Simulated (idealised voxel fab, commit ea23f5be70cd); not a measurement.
The following is a process module called voxel trench capacitor.
Cross-section cut spans 285 nm and uses square cells 5 nm in size.
We lay out every cross-section as a grid of square cells and spell it out in bands from the top down, where one band means one or more rows of cells. Basically the band line says how high the top is and how high the bottom is, in nm, and then what's in it from left to right, every material with its width in nm. Empty space shows up as "air", and if a single material carries "throughout" it runs the full band edge to edge. A quick word on heights: they are counted from 0, and under that level the wafer as it came to us is one material throughout. The lowest band is different from the rest in having no bottom; it simply continues downward, written as in "0 -> down". Quick explanation for "30->40": the width changes in equal steps down the rows of cells, from the first number in the band's top row to the second number in its bottom row. Take "nothing got changed" at face value: in the step it is given for, the cross-section changed in none of its cells. This entry, "Enclosed void list", enumerates those empty regions of no fewer than 8 cells that possess no open connection to the top. Each region is reported in the form width x height at distance, the distance being taken from the left edge, with all three quantities expressed in nm. Past the settings on a step's line: simulator remark, on that step. The optional step-line setting "overlay nm" applies to steps with a mask and quantifies how far to the right of its planned location the mask lay, a negative value indicating leftward placement.
## The following list gives the planned process steps
1 RECEIVE [material Si]
2 CONFORMAL_DEP [material SiN] [thk nm 10]
3 MASKED_ETCH [tone open] [mask id TRENCH] [width nm 25] [pitch nm 55] [etch materials SiN] [depth nm 10] [overlay nm 0]
4 MASKED_ETCH [tone open] [mask id TRENCH] [width nm 25] [pitch nm 55] [etch materials Si] [depth nm 40] [overlay nm 0]
5 CONFORMAL_DEP [material HfO2] [thk nm 5]
6 CONFORMAL_DEP [material TiN] [thk nm 5]
7 FILL_DEP [material W] [thk nm 10]
8 CMP [height nm 10]
## as received, after step 1
- 0 -> down | Si throughout
- Enclosed void list: none
## End state of the module in cross-section, given the above starting point and plan and one mistake in execution
- 10 -> 0 | SiN (100)  HfO2 (5)  TiN (5)  W (5)  TiN (5)  HfO2 (5)  SiN (30)  HfO2 (5)  TiN (5)  W (5)  TiN (5)  HfO2 (5)  SiN (105)
- 0 -> -70 | Si (100)  HfO2 (5)  TiN (5)  W (5)  TiN (5)  HfO2 (5)  Si (30)  HfO2 (5)  TiN (5)  W (5)  TiN (5)  HfO2 (5)  Si (105)
- -70 -> -75 | Si (100)  HfO2 (5)  TiN (15)  HfO2 (5)  Si (30)  HfO2 (5)  TiN (15)  HfO2 (5)  Si (105)
- -75 -> -80 | Si (100)  HfO2 (25)  Si (30)  HfO2 (25)  Si (105)
- -80 -> down | Si throughout
- Enclosed void list: none
What broke from the plan during processing? step 4 in the plan was executed twice
